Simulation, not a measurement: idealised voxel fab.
The document below concerns the process module designated voxel capacitor over wiring.
Section shown: cut. Width: 285 nm. Cell size: 5 nm, square.
For the purposes of this document, a cross-section shall be understood as a grid of square cells, specified as bands listed in top-to-bottom order, each band consisting of one or more rows of cells.
What a band's entry tells you: where the top is and where the bottom is, as heights in nm, and after that what lies inside, material by material from left to right, each with its width in nm. Empty space is written as the word "blank", and a single material marked with the word "throughout" occupies the band from edge to edge.
Basically, 0 is our baseline, since under it the wafer straight out of the box is all one material. The bottom band has no lower end and keeps on going down, so it looks like "0 down".
The width entry "30->40" should be interpreted row by row: the top row of cells in the band takes the first number, the bottom row takes the second number, and the change between adjacent rows is uniform throughout.
The designation "all unchanged", where it is given for a processing step, indicates that no cell of the cross-section was altered in the course of that step.
What "Listed closed voids" gives you is every empty space of 8 cells or more that is cut off from the top. Each appears as width x height at distance, with the distance taken from the left edge and width, height and distance all in nm.
Post-settings text on a step line: simulator's own remark regarding the step.
Steps that use a mask can have "overlay nm" on their line. It says how far the mask sat to the right of where it was meant to be. Negative means to the left.
Process steps (planned)
1: RECEIVE with material Si
2: CONFORMAL_DEP with material SiO2, thk nm 15
3: DIRECTIONAL_DEP with material TiN, thk nm 5
4: DIRECTIONAL_DEP with material Ru, thk nm 20
5: PATTERN with tone cover, mask id METAL_1, material resist, width nm 30, pitch nm 100, thk nm 20, overlay nm 0
6: DIRECTIONAL_ETCH with etch materials Ru, depth nm 20
7: DIRECTIONAL_ETCH with etch materials TiN, depth nm 5
8: STRIP with etch materials resist
9: FILL_DEP with material SiO2, thk nm 10
10: CMP with height nm 40
11: CONFORMAL_DEP with material SiCN, thk nm 5
12: DIRECTIONAL_DEP with material lowk, thk nm 15
13: DIRECTIONAL_DEP with material aC, thk nm 15
14: PATTERN with tone open, mask id PLUG_1, material resist, width nm 15, thk nm 30, overlay nm 0
15: DIRECTIONAL_ETCH with etch materials aC, depth nm 15
16: STRIP with etch materials resist
17: DIRECTIONAL_ETCH with etch materials lowk, depth nm 15
18: DIRECTIONAL_ETCH with etch materials SiCN, depth nm 5
19: STRIP with etch materials aC
20: EPI with material Ru, thk nm 10
21: EPI with material Ru, thk nm 10
22: DIRECTIONAL_DEP with material TiN, thk nm 10
23: DIRECTIONAL_DEP with material Al2O3, thk nm 5
24: DIRECTIONAL_DEP with material TiN, thk nm 5
25: PATTERN with tone cover, mask id UPPER_PLATE, material resist, width nm 75, thk nm 15, overlay nm 0
26: DIRECTIONAL_ETCH with etch materials TiN, depth nm 5
27: DIRECTIONAL_ETCH with etch materials Al2O3, depth nm 5
28: STRIP with etch materials resist
29: MASKED_ETCH with tone cover, mask id LOWER_PLATE, width nm 85, etch materials TiN, depth nm 10, overlay nm 0
30: FILL_DEP with material SiO2, thk nm 20
31: CMP with height nm 95
32: MASKED_ETCH with tone open, mask id PLUG_2, width nm 15, etch materials SiO2, depth nm 15, overlay nm 0
33: CONFORMAL_DEP with material TiN, thk nm 5
34: FILL_DEP with material Ru, thk nm 10
35: CMP with height nm 95
36: CONFORMAL_DEP with material SiN, thk nm 5
Incoming wafer in cross-section (state: after step 1)
    0 down  Si throughout
    Listed closed voids: none
One mistake in running the module, otherwise start and plan as above: cross-section at the end
    100 to 95  SiN throughout
    95 to 85  SiO2 (100) | TiN (5) | Ru (5) | TiN (5) | SiO2 (170)
    85 to 75  SiO2 (100->105) | TiN (15->60) | SiO2 (170->120)
    75 to 70  SiO2 (105) | Al2O3 (60) | SiO2 (120)
    70 to 65  SiO2 (85) | TiN (85) | SiO2 (115)
    65 to 60  SiO2 (85) | TiN (5) | Al2O3 (15) | TiN (65) | SiO2 (115)
    60 to 50  lowk (90) | TiN (15) | lowk (180)
    50 to 45  lowk (90) | Ru (15) | lowk (180)
    45 to 40  SiCN (90) | Ru (15) | SiCN (180)
    40 to 20  SiO2 (75) | Ru (30) | SiO2 (70) | Ru (30) | SiO2 (80)
    20 to 15  SiO2 (75) | TiN (30) | SiO2 (70) | TiN (30) | SiO2 (80)
    15 to 0  SiO2 throughout
    0 down  Si throughout
    Listed closed voids: none
What was the processing mistake? the process omitted one of its identical steps 20 and 21, and which one is impossible to determine
